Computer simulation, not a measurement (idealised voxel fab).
This section sets out a process module, namely voxel trench capacitor.
Section cut is 220 nm wide and gridded with 5 nm square cells.
A cross-section in this document is a grid of square cells, and it is written down as bands, the top band listed before the ones below it; a band is made up of one or more rows of cells. For a band, the entry starts with two heights in nm, that of the top and then that of the bottom, and carries on with the band's materials in order from left to right, each alongside its width in nm; the word "edge to edge" beside a single material means it fills the band edge to edge, and "empty" means empty space. We count height from 0. Below that, the starting wafer is all one material. The lowest band never ends at the bottom but goes on down; see "0 down" for how that is written. Width "30 to 40": first value at the band's top row of cells, second value at its bottom row, equal change from row to row. "no modifications" after a step means that no cell of the cross-section changed. The entry titled "Enclosed cavity list" provides the empty spaces that have no open way to the top, restricted to those of 8 cells or more. Each is presented as width x height at distance, the distance being measured from the left edge, with all three in nm. If you see something after the settings on a step's line, that's the simulator's own remark about that step. "overlay nm", when on a step's line for a step with a mask, measures how far to the right of its planned place the mask lay; a negative measure means to the left.
-- Process steps (planned)
| 1 | RECEIVE,material Si |
| 2 | CONFORMAL_DEP,material SiN,thk nm 5 |
| 3 | DIRECTIONAL_DEP,material aC,thk nm 10 |
| 4 | PATTERN,tone open,mask id TRENCH,material resist,width nm 15,pitch nm 40,thk nm 30,overlay nm 0 |
| 5 | DIRECTIONAL_ETCH,etch materials aC,depth nm 10 |
| 6 | STRIP,etch materials resist |
| 7 | DIRECTIONAL_ETCH,etch materials SiN,depth nm 5 |
| 8 | DIRECTIONAL_ETCH,etch materials Si,depth nm 15 |
| 9 | STRIP,etch materials aC |
| 10 | CONFORMAL_DEP,material SiO2,thk nm 5 |
| 11 | FILL_DEP,material polySi,thk nm 5 |
| 12 | CMP,height nm 5 |
The plan shows the depth nm of step 8 as the first wafer had it; this setting differs between the wafers, which start out alike.
-- So this is the first of several wafers, cross-sectioned as it came to us, meaning it's at the end of step 1
- 0 down = Si edge to edge
- Enclosed cavity list: none
-- Below is a per-wafer table. In it, each row describes the wafer at the end of the module by giving, for each material, the number of cells gained (+) or lost (-) since the wafer was received, and after that the closed voids of the wafer
depth nm 15, -27 Si, +35 SiN, +27 SiO2, +9 polySi, Enclosed cavity list: none
depth nm 20, -36 Si, +35 SiN, +33 SiO2, +12 polySi, Enclosed cavity list: none
depth nm 25, -45 Si, +35 SiN, +39 SiO2, +15 polySi, Enclosed cavity list: none
depth nm 30, -54 Si, +35 SiN, +45 SiO2, +18 polySi, Enclosed cavity list: none
depth nm 35, -63 Si, +35 SiN, +51 SiO2, +21 polySi, Enclosed cavity list: none
depth nm 40, -72 Si, +35 SiN, +57 SiO2, +24 polySi, Enclosed cavity list: none
